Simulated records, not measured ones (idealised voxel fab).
process module | voxel released beams
cross-section cut | 145 nm wide | cells 5 nm
A cross-section is a grid of square cells, given in bands from the top down. A band is one or more rows of cells.
Each band's line starts with the height of the band's top and of its bottom, in nm. Then come its materials from left to right, each with its width in nm. One material with "throughout" fills the band from edge to edge. "air" is empty space.
Height 0 is the level under which the wafer as received is all one material. The lowest band goes on downwards, as in "0 down".
A width such as "30 to 40" changes by the same amount from each row of cells to the next, from the band's top row to its bottom row.
"no change" after a step means that no cell of the cross-section changed.
closed voids: empty space of 8 cells or more with no open way to the top, each as width x height at its distance from the left edge, in nm
after a step's settings: what the simulator itself notes on the step
overlay nm, on a step with a mask: how far to the right of its planned place the mask lay; to the left if negative
plan
1 op RECEIVE | material Si
2 op CONFORMAL_DEP | material Al2O3 | thk nm 5
3 op DIRECTIONAL_DEP | material SiO2 | thk nm 20
4 op DIRECTIONAL_DEP | material aC | thk nm 10
5 op PATTERN | tone open | mask id ANCHOR | material resist | width nm 25 | thk nm 30 | overlay nm 0
6 op DIRECTIONAL_ETCH | etch materials aC | depth nm 10
7 op STRIP | etch materials resist
8 op DIRECTIONAL_ETCH | etch materials SiO2 | depth nm 20
9 op STRIP | etch materials aC
10 op CONFORMAL_DEP | material polySi | thk nm 10
11 op DIRECTIONAL_DEP | material aC | thk nm 15
12 op PATTERN | tone cover | mask id BEAM | material resist | width nm 70 | thk nm 30 | overlay nm 0
13 op DIRECTIONAL_ETCH | etch materials aC | depth nm 15
14 op STRIP | etch materials resist
15 op DIRECTIONAL_ETCH | etch materials polySi | depth nm 10
16 op STRIP | etch materials aC
17 op STRIP | etch materials SiO2
varied across the wafers: width nm of step 12. The plan shows the first wafer's value. All wafers start alike
first wafer as received, after step 1
  0 down: Si throughout
  closed voids: none
each wafer at the end: cells of each material gained (+) or lost (-) since it was received, then its closed voids
width nm 70 | +29 Al2O3 | +44 polySi | closed voids: none
width nm 75 | +29 Al2O3 | +46 polySi | closed voids: none
width nm 80 | +29 Al2O3 | +48 polySi | closed voids: none
width nm 85 | +29 Al2O3 | +50 polySi | closed voids: none
width nm 90 | +29 Al2O3 | +52 polySi | closed voids: none
width nm 95 | +29 Al2O3 | +54 polySi | closed voids: none
